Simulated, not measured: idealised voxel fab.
You're looking at the process module voxel released beams.
Square cell edge 5 nm, section width 260 nm, ID cut.
When this document writes out a cross-section, it uses a grid of square cells and lists it as bands, beginning at the top and moving down, with a band standing for one or more rows of cells.
Quick guide to a band line: top height, bottom height (nm) up front; then every material left to right with its width in nm. Only one material and it's marked "everywhere"? Then it fills the band edge to edge. And "air" just means empty space.
Heads up on the height convention: 0 is the point under which the incoming wafer is all one material, and the lowest band has no bottom, it just keeps going down, like "0 down".
Quick explanation for "30..40": the width changes in equal steps down the rows of cells, from the first number in the band's top row to the second number in its bottom row.
You'll sometimes find "nothing was modified" written for a step, and that's the way of saying that nowhere in the cross-section did a cell change during that step.
Entry "Sealed void list". Content: empty spaces with no open connection to the top, size 8 cells or greater. Each: width x height at distance. Distance: from left edge. Unit: nm.
Step line, after settings: the simulator's comment on this step.
overlay nm: for a step with a mask, the amount by which the mask lay right of where it was planned; a negative amount means left of it.

Listed below are the process steps as planned:
1) RECEIVE, material Si
2) CONFORMAL_DEP, material SiN, thk nm 5
3) DIRECTIONAL_DEP, material SiO2, thk nm 20
4) DIRECTIONAL_DEP, material aC, thk nm 15
5) PATTERN, tone open, mask id ANCHOR, material resist, width nm 25, thk nm 30, overlay nm 0
6) DIRECTIONAL_ETCH, etch materials aC, depth nm 15
7) STRIP, etch materials resist
8) DIRECTIONAL_ETCH, etch materials SiO2, depth nm 20
9) STRIP, etch materials aC
10) CONFORMAL_DEP, material W, thk nm 10
11) PATTERN, tone cover, mask id BEAM, material resist, width nm 80, thk nm 15, overlay nm 0
12) DIRECTIONAL_ETCH, etch materials W, depth nm 10
13) STRIP, etch materials resist
14) STRIP, etch materials SiO2

The following pertains to the first of two wafers, which was processed as planned:

Incoming wafer, cross-sectional view, post step 1:
- 0 down  Si everywhere
- Sealed void list: none

The following cross-section depicts the wafer upon completion of step 2:
- 5 to 0  SiN everywhere
- Lower than 0, everything is as it was.

The following cross-section depicts the wafer upon completion of step 3:
- 25 to 5  SiO2 everywhere
- Lower than 5, everything is as it was.

The following cross-section depicts the wafer upon completion of step 4:
- 40 to 25  aC everywhere
- Lower than 25, everything is as it was.

The following cross-section depicts the wafer upon completion of step 5:
- 70 to 40  resist=90; air=25; resist=145
- Lower than 40, everything is as it was.

The following cross-section depicts the wafer upon completion of step 6:
- 55 to 40  resist=90; air=25; resist=145
- 40 to 25  aC=90; air=25; aC=145
- Lower than 25, everything is as it was.

The following cross-section depicts the wafer upon completion of step 7:
- 40 to 25  aC=90; air=25; aC=145
- Lower than 25, everything is as it was.

The following cross-section depicts the wafer upon completion of step 8:
- 40 to 25  aC=90; air=25; aC=145
- 25 to 5  SiO2=90; air=25; SiO2=145
- Lower than 5, everything is as it was.

The following cross-section depicts the wafer upon completion of step 9:
- 25 to 5  SiO2=90; air=25; SiO2=145
- Lower than 5, everything is as it was.

The following cross-section depicts the wafer upon completion of step 10:
- 35 to 25  W=100; air=5; W=155
- 25 to 15  SiO2=90; W=10; air=5; W=10; SiO2=145
- 15 to 5  SiO2=90; W=25; SiO2=145
- Lower than 5, everything is as it was.

The following cross-section depicts the wafer upon completion of step 11:
- 50 to 35  air=85; resist=80; air=95
- 35 to 25  W=100; resist=5; W=155
- 25 to 15  SiO2=90; W=10; resist=5; W=10; SiO2=145
- Lower than 15, everything is as it was.

The following cross-section depicts the wafer upon completion of step 12:
- 50 to 35  air=85; resist=80; air=95
- 35 to 25  air=85; W=15; resist=5; W=60; air=95
- Lower than 25, everything is as it was.

The following cross-section depicts the wafer upon completion of step 13:
- 35 to 25  air=85; W=15; air=5; W=60; air=95
- 25 to 15  SiO2=90; W=10; air=5; W=10; SiO2=145
- Lower than 15, everything is as it was.

The following cross-section depicts the wafer upon completion of step 14:
- 35 to 25  air=85; W=15; air=5; W=60; air=95
- 25 to 15  air=90; W=10; air=5; W=10; air=145
- 15 to 5  air=90; W=25; air=145
- Lower than 5, everything is as it was.

The second wafer: identical to the first at the outset and in its planned sequence, differing only in that one mistake was made during processing; up to and including step 12, its path is the first wafer's path:

Second wafer, cross-section, planned end of step 13:
- 35 to 25  air=85; W=15; air=5; W=60; air=95
- 25 to 15  SiO2=90; W=10; air=5; W=10; SiO2=145
- Lower than 15, everything is as it was.

Second wafer, cross-section, planned end of step 14:
- 35 to 25  air=85; W=15; air=5; W=60; air=95
- 25 to 15  air=90; W=10; air=5; W=10; air=145
- 15 to 5  air=90; W=25; air=145
- Lower than 5, everything is as it was.
what went wrong: step 13 of the plan was executed twice over
The mistake has no effect on what this model computes, because the two wafers end with the same cross-section.
